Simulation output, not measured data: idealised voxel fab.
process module | voxel double patterning
cross-section cut | 295 nm wide | cells 5 nm
A cross-section is a grid of square cells, given in bands from the top down. A band is one or more rows of cells.
Each band's line starts with the height of the band's top and of its bottom, in nm. Then come its materials from left to right, each with its width in nm. One material with "throughout" fills the band from edge to edge. "air" is empty space.
Height 0 is the level under which the wafer as received is all one material. The lowest band goes on downwards, as in "0 down".
A width such as "30 to 40" changes by the same amount from each row of cells to the next, from the band's top row to its bottom row.
"no change" after a step means that no cell of the cross-section changed.
closed voids: empty space of 8 cells or more with no open way to the top, each as width x height at its distance from the left edge, in nm
after a step's settings: what the simulator itself notes on the step
overlay nm, on a step with a mask: how far to the right of its planned place the mask lay; to the left if negative
plan
1 op RECEIVE | material Si
2 op CONFORMAL_DEP | material SiO2 | thk nm 10
3 op DIRECTIONAL_DEP | material polySi | thk nm 15
4 op DIRECTIONAL_DEP | material SiCN | thk nm 10
5 op MASKED_ETCH | tone open | mask id FIRST | width nm 15 | pitch nm 50 | etch materials SiCN | depth nm 10 | overlay nm 0
6 op DIRECTIONAL_DEP | material aC | thk nm 15
7 op PATTERN | tone open | mask id SECOND | material resist | width nm 15 | pitch nm 50 | thk nm 35 | overlay nm 0
8 op DIRECTIONAL_ETCH | etch materials aC | depth nm 15
9 op STRIP | etch materials resist
10 op DIRECTIONAL_ETCH | etch materials SiCN | depth nm 10
11 op STRIP | etch materials aC
12 op DIRECTIONAL_ETCH | etch materials polySi | depth nm 15
13 op STRIP | etch materials SiCN
as received, after step 1
  0 down: Si throughout
  closed voids: none
a wafer at the end: this start, this plan, one mistake
  30 to 15: polySi 90 | air 15 | polySi 10 | air 15 | polySi 10 | air 15 | polySi 10 | air 15 | polySi 10 | air 15 | polySi 90
  15 to 10: polySi throughout
  10 to 0: SiO2 throughout
  0 down: Si throughout
  closed voids: none
what went wrong: step 3 ran as: op DIRECTIONAL_DEP | material polySi | thk nm 20
